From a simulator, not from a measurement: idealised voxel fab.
process module | voxel tone inversion
cross-section cut | 190 nm wide | cells 5 nm
A cross-section is a grid of square cells, given in bands from the top down. A band is one or more rows of cells.
Each band's line starts with the height of the band's top and of its bottom, in nm. Then come its materials from left to right, each with its width in nm. One material with "throughout" fills the band from edge to edge. "air" is empty space.
Height 0 is the level under which the wafer as received is all one material. The lowest band goes on downwards, as in "0 down".
A width such as "30 to 40" changes by the same amount from each row of cells to the next, from the band's top row to its bottom row.
"no change" after a step means that no cell of the cross-section changed.
closed voids: empty space of 8 cells or more with no open way to the top, each as width x height at its distance from the left edge, in nm
after a step's settings: what the simulator itself notes on the step
overlay nm, on a step with a mask: how far to the right of its planned place the mask lay; to the left if negative
plan
1 op RECEIVE | material Si
2 op CONFORMAL_DEP | material SiN | thk nm 10
3 op DIRECTIONAL_DEP | material polySi | thk nm 25
4 op PATTERN | tone cover | mask id POSTS | material resist | width nm 15 | pitch nm 30 | thk nm 30 | overlay nm 0
5 op DIRECTIONAL_ETCH | etch materials polySi | depth nm 25
6 op STRIP | etch materials resist
7 op FILL_DEP | material SiO2 | thk nm 10
8 op CMP | height nm 35
9 op STRIP | etch materials polySi
10 op CONFORMAL_DEP | material TiN | thk nm 5
11 op FILL_DEP | material W | thk nm 5
12 op CMP | height nm 35
13 op CONFORMAL_DEP | material SiN | thk nm 5
first wafer, as planned
as received, after step 1
  0 down: Si throughout
  closed voids: none
after step 2
  10 to 0: SiN throughout
  below 0: unchanged
after step 3
  35 to 10: polySi throughout
  below 10: unchanged
after step 4
  65 to 35: air 55 | resist 15 | air 15 | resist 15 | air 15 | resist 15 | air 60
  below 35: unchanged
after step 5
  65 to 35: air 55 | resist 15 | air 15 | resist 15 | air 15 | resist 15 | air 60
  35 to 10: air 55 | polySi 15 | air 15 | polySi 15 | air 15 | polySi 15 | air 60
  below 10: unchanged
after step 6
  35 to 10: air 55 | polySi 15 | air 15 | polySi 15 | air 15 | polySi 15 | air 60
  below 10: unchanged
after step 7
  45 to 35: SiO2 throughout
  35 to 10: SiO2 55 | polySi 15 | SiO2 15 | polySi 15 | SiO2 15 | polySi 15 | SiO2 60
  below 10: unchanged
after step 8
  35 to 10: SiO2 55 | polySi 15 | SiO2 15 | polySi 15 | SiO2 15 | polySi 15 | SiO2 60
  below 10: unchanged
after step 9
  35 to 10: SiO2 55 | air 15 | SiO2 15 | air 15 | SiO2 15 | air 15 | SiO2 60
  below 10: unchanged
after step 10
  40 to 35: TiN 60 | air 5 | TiN 25 | air 5 | TiN 25 | air 5 | TiN 65
  35 to 15: SiO2 55 | TiN 5 | air 5 | TiN 5 | SiO2 15 | TiN 5 | air 5 | TiN 5 | SiO2 15 | TiN 5 | air 5 | TiN 5 | SiO2 60
  15 to 10: SiO2 55 | TiN 15 | SiO2 15 | TiN 15 | SiO2 15 | TiN 15 | SiO2 60
  below 10: unchanged
after step 11
  45 to 40: W throughout
  40 to 35: TiN 60 | W 5 | TiN 25 | W 5 | TiN 25 | W 5 | TiN 65
  35 to 15: SiO2 55 | TiN 5 | W 5 | TiN 5 | SiO2 15 | TiN 5 | W 5 | TiN 5 | SiO2 15 | TiN 5 | W 5 | TiN 5 | SiO2 60
  below 15: unchanged
after step 12
  35 to 15: SiO2 55 | TiN 5 | W 5 | TiN 5 | SiO2 15 | TiN 5 | W 5 | TiN 5 | SiO2 15 | TiN 5 | W 5 | TiN 5 | SiO2 60
  below 15: unchanged
after step 13
  40 to 35: SiN throughout
  below 35: unchanged
second wafer: like start, like plan, one mistake. Through step 8 it matches the first wafer
when step 9 should have ended
  35 to 10: air 55 | polySi 15 | air 15 | polySi 15 | air 15 | polySi 15 | air 60
  below 10: unchanged
when step 10 should have ended
  40 to 35: air 50 | TiN 25 | air 5 | TiN 25 | air 5 | TiN 25 | air 55
  35 to 15: air 50 | TiN 5 | polySi 15 | TiN 5 | air 5 | TiN 5 | polySi 15 | TiN 5 | air 5 | TiN 5 | polySi 15 | TiN 5 | air 55
  15 to 10: TiN 55 | polySi 15 | TiN 15 | polySi 15 | TiN 15 | polySi 15 | TiN 60
  below 10: unchanged
when step 11 should have ended
  45 to 40: W throughout
  40 to 35: W 50 | TiN 25 | W 5 | TiN 25 | W 5 | TiN 25 | W 55
  35 to 15: W 50 | TiN 5 | polySi 15 | TiN 5 | W 5 | TiN 5 | polySi 15 | TiN 5 | W 5 | TiN 5 | polySi 15 | TiN 5 | W 55
  below 15: unchanged
when step 12 should have ended
  35 to 15: W 50 | TiN 5 | polySi 15 | TiN 5 | W 5 | TiN 5 | polySi 15 | TiN 5 | W 5 | TiN 5 | polySi 15 | TiN 5 | W 55
  below 15: unchanged
when step 13 should have ended
  40 to 35: SiN throughout
  below 35: unchanged
what went wrong: step 9 ran as: op STRIP | etch materials SiO2
at the end the second wafer has, in cells: 145 fewer of SiO2 | 20 more of TiN | 80 more of W | 45 more of polySi
